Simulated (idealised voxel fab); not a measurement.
Process module under the name voxel self aligned contacts
For reference, the cross-section in this document is cut, with width 285 nm and square cells of 5 nm.
Format of a cross-section: grid, square cells. Given as bands. Order: top down. Band: one or more rows of cells.
Quick guide to a band line: top height, bottom height (nm) up front; then every material left to right with its width in nm. Only one material and it's marked "everywhere"? Then it fills the band edge to edge. And "blank" just means empty space.
Heights are reckoned from 0. Under this level, the received wafer is all of one material. The bottommost band is open-ended downward, for example "0 nm and below".
The width entry "30->40" should be interpreted row by row: the top row of cells in the band takes the first number, the bottom row takes the second number, and the change between adjacent rows is uniform throughout.
Take "identical to before" at face value: in the step it is given for, the cross-section changed in none of its cells.
Any empty space of 8 cells or more lacking an open way to the top shows up in "Catalogued sealed voids" as width x height at distance, distance from the left edge, in nm.
Text after the settings on a step's line: the simulator's own remark on that step.
overlay nm: where the mask lay relative to plan, measured to the right, on steps with a mask; negatives go left.

**These are the steps we planned for the process**
- 1: RECEIVE [material Si]
- 2: OXIDIZE [depth nm 5]
- 3: DIRECTIONAL_DEP [material polySi] [thk nm 30]
- 4: DIRECTIONAL_DEP [material SiN] [thk nm 20]
- 5: DIRECTIONAL_DEP [material aC] [thk nm 15]
- 6: PATTERN [tone cover] [mask id GATE] [material resist] [width nm 25] [pitch nm 60] [thk nm 30] [overlay nm 0]
- 7: DIRECTIONAL_ETCH [etch materials aC] [depth nm 15]
- 8: STRIP [etch materials resist]
- 9: DIRECTIONAL_ETCH [etch materials SiN] [depth nm 20]
- 10: DIRECTIONAL_ETCH [etch materials polySi] [depth nm 30]
- 11: STRIP [etch materials aC]
- 12: CONFORMAL_DEP [material SiN] [thk nm 10]
- 13: DIRECTIONAL_ETCH [etch materials SiN] [depth nm 10]
- 14: FILL_DEP [material SiO2] [thk nm 15]
- 15: CMP [height nm 55]
- 16: MASKED_ETCH [tone open] [mask id CONTACT] [width nm 45] [pitch nm 60] [etch materials SiO2] [depth nm 60] [overlay nm 0]
- 17: CONFORMAL_DEP [material TiN] [thk nm 5]
- 18: FILL_DEP [material Ru] [thk nm 10]
- 19: CMP [height nm 55]
- 20: CONFORMAL_DEP [material SiN] [thk nm 5]

**So this is the incoming wafer in cross-section - it's already been through step 1**
> 0 nm and below = Si everywhere
> Catalogued sealed voids: none

**Here's the wafer cut in cross-section after the module, started and planned just like above, except one thing was done wrong in the run**
> 60 nm to 55 nm = SiN everywhere
> 55 nm to 50 nm = 90 nm SiO2 / 20 nm TiN / 5 nm Ru / 20 nm TiN / 15 nm SiO2 / 20 nm TiN / 5 nm Ru / 20 nm TiN / 90 nm SiO2
> 50 nm to 25 nm = 60 nm SiO2 / 10 nm SiN / 25 nm polySi / 10 nm SiN / 5 nm TiN / 5 nm Ru / 5 nm TiN / 10 nm SiN / 25 nm polySi / 10 nm SiN / 5 nm TiN / 5 nm Ru / 5 nm TiN / 10 nm SiN / 25 nm polySi / 10 nm SiN / 60 nm SiO2
> 25 nm to 20 nm = 60 nm SiO2 / 10 nm SiN / 25 nm polySi / 10 nm SiN / 15 nm TiN / 10 nm SiN / 25 nm polySi / 10 nm SiN / 15 nm TiN / 10 nm SiN / 25 nm polySi / 10 nm SiN / 60 nm SiO2
> 20 nm to 0 nm = SiN everywhere
> 0 nm to -5 nm = SiO2 everywhere
> -5 nm and below = Si everywhere
> Catalogued sealed voids: none
Deviation from plan: steps 3 and 4 swapped
